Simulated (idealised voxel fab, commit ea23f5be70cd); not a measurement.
Herein follows the process module entitled voxel lift off.
Each square cell in cross-section cut measures 5 nm, and the section as a whole is 250 nm wide.
Square cells in a grid make up a cross-section in this document, and the grid is given as bands, listed from the top down, each one or more rows of cells.
Band: top and bottom heights (nm) first, top before bottom; then materials from left to right, widths in nm. "full width" marks a sole material filling the band edge to edge. "empty" denotes empty space.
All heights in this document are referenced to 0, defined as the level beneath which the wafer, as received, consists entirely of one material. The lowest band is not bounded below; it extends indefinitely downward and is written in the form "0 -> down".
Read "30..40" as a graded width: first number on top, second number at the bottom, same change between each pair of neighbouring rows.
"nothing different" means the step left every cell of the cross-section as it was.
You'll see "Entrapped void list" listing empty spaces that have no way open to the top, as long as they're 8 cells or more; the notation is width x height at distance, where the distance is from the left edge, and all of it is in nm.
Heads up: the bit after the settings on a step's line is the simulator's remark on that step.
Each step line may optionally specify "overlay nm", which for a step with a mask gives the rightward distance between the mask's planned place and where it lay, a negative value indicating the leftward direction.
Planned step list for the process
1: RECEIVE with material Si
2: CONFORMAL_DEP with material SiN, thk nm 15
3: PATTERN with tone open, mask id LINES, material resist, width nm 30, pitch nm 50, thk nm 25, overlay nm 0
4: DIRECTIONAL_DEP with material Ru, thk nm 15
5: STRIP with etch materials resist
6: CONFORMAL_DEP with material SiCN, thk nm 10
Incoming wafer in cross-section (state: after step 1)
  0 -> down | Si full width
  Entrapped void list: none
Post-module cross-section of the first of two wafers (run per plan)
  40 -> 30 | 25 nm empty  200 nm SiCN  25 nm empty
  30 -> 25 | 25 nm empty  10 nm SiCN  30 nm Ru  20 nm SiCN  30 nm Ru  20 nm SiCN  30 nm Ru  20 nm SiCN  30 nm Ru  10 nm SiCN  25 nm empty
  25 -> 15 | 35 nm SiCN  30 nm Ru  20 nm SiCN  30 nm Ru  20 nm SiCN  30 nm Ru  20 nm SiCN  30 nm Ru  35 nm SiCN
  15 -> 0 | SiN full width
  0 -> down | Si full width
  Entrapped void list: none
This cross-section belongs to the second wafer of two at the end of the module; the start and the plan were shared with the first, and the run included one mistake
  40 -> 30 | 45 nm SiCN  10 nm empty  40 nm SiCN  10 nm empty  40 nm SiCN  10 nm empty  40 nm SiCN  10 nm empty  45 nm SiCN
  30 -> 25 | 35 nm Ru  10 nm SiCN  10 nm empty  10 nm SiCN  20 nm Ru  10 nm SiCN  10 nm empty  10 nm SiCN  20 nm Ru  10 nm SiCN  10 nm empty  10 nm SiCN  20 nm Ru  10 nm SiCN  10 nm empty  10 nm SiCN  35 nm Ru
  25 -> 15 | 35 nm Ru  30 nm SiCN  20 nm Ru  30 nm SiCN  20 nm Ru  30 nm SiCN  20 nm Ru  30 nm SiCN  35 nm Ru
  15 -> 0 | SiN full width
  0 -> down | Si full width
  Entrapped void list: none
The plan and the run diverged here: note that step 3 departed from the planned setting and was carried out as PATTERN with tone cover, mask id LINES, material resist, width nm 30, pitch nm 50, thk nm 25, overlay nm 0
It is noted that, at the conclusion of processing, the second wafer exhibits a higher or lower cell count for certain materials relative to the first: 6 more of Ru
